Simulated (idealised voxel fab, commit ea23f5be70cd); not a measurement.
The process module that follows is named voxel ribs on slabs.
cross-section cut | 160 nm wide | cells 5 nm
This document writes a cross-section as a grid whose cells are square, and gives it as bands, listed from the top down; one or more rows of cells form a band.
Heads up on the band format: heights come first, top then bottom, in nm. After that it's the materials left to right, each with its width in nm. A single material flagged "all across" fills the whole band edge to edge, and "empty" means there's empty space there.
For the purposes of this specification, 0 denotes the height below which the wafer in its as-received condition is composed wholly of one material, and the lowermost band, lacking a lower limit, extends downward without end, as expressed in "0 and below".
Think of "30 to 40" as a width that walks from the first number to the second as you go down the band, top row to bottom row, taking equal-sized steps from row to row.
Where the words "no change" appear for a step, the cross-section shows no cell changed by that step; every cell remained as before.
This entry, "Sealed voids", enumerates those empty regions of no fewer than 8 cells that possess no open connection to the top. Each region is reported in the form width x height at distance, the distance being taken from the left edge, with all three quantities expressed in nm.
That trailing text on a step's line, after the settings, is the simulator's own remark on the step.
On any step carrying a mask, the "overlay nm" setting, if present on the step's line, tells how far right of its planned place the mask lay; negative values point to the left.

## List of planned process steps
1. RECEIVE [material Si]
2. DIRECTIONAL_DEP [material SiO2] [thk nm 20]
3. DIRECTIONAL_DEP [material polySi] [thk nm 15]
4. PATTERN [tone cover] [mask id RIB] [material resist] [width nm 20] [thk nm 15] [overlay nm 0]
5. DIRECTIONAL_ETCH [etch materials polySi] [depth nm 5]
6. STRIP [etch materials resist]
7. PATTERN [tone cover] [mask id SLAB] [material resist] [width nm 60] [thk nm 20] [overlay nm 0]
8. DIRECTIONAL_ETCH [etch materials polySi] [depth nm 10]
9. STRIP [etch materials resist]
10. FILL_DEP [material SiO2] [thk nm 25]
11. CMP [height nm 50]
12. DIRECTIONAL_DEP [material TiN] [thk nm 5]
13. PATTERN [tone cover] [mask id HEATER] [material resist] [width nm 30] [thk nm 15] [overlay nm 0]
14. DIRECTIONAL_ETCH [etch materials TiN] [depth nm 5]
15. STRIP [etch materials resist]
16. CONFORMAL_DEP [material SiO2] [thk nm 10]

## Incoming wafer in cross-section (state: after step 1)
	0 and below = Si all across
	Sealed voids: none

## Final cross-section, module run with one mistake (start and plan as above)
	65 down to 60 = empty: 55, SiO2: 50, empty: 55
	60 down to 55 = SiO2 all across
	55 down to 50 = SiO2: 65, TiN: 30, SiO2: 65
	50 down to 30 = SiO2 all across
	30 down to 25 = polySi: 50, SiO2: 60, polySi: 50
	25 down to 20 = polySi: 50, SiO2: 20, polySi: 20, SiO2: 20, polySi: 50
	20 down to 0 = SiO2 all across
	0 and below = Si all across
	Sealed voids: none
Nonconformance to the process plan: it should be noted that step 7 was executed with settings other than those planned, the operation and settings actually applied being PATTERN [tone open] [mask id SLAB] [material resist] [width nm 60] [thk nm 20] [overlay nm 0]
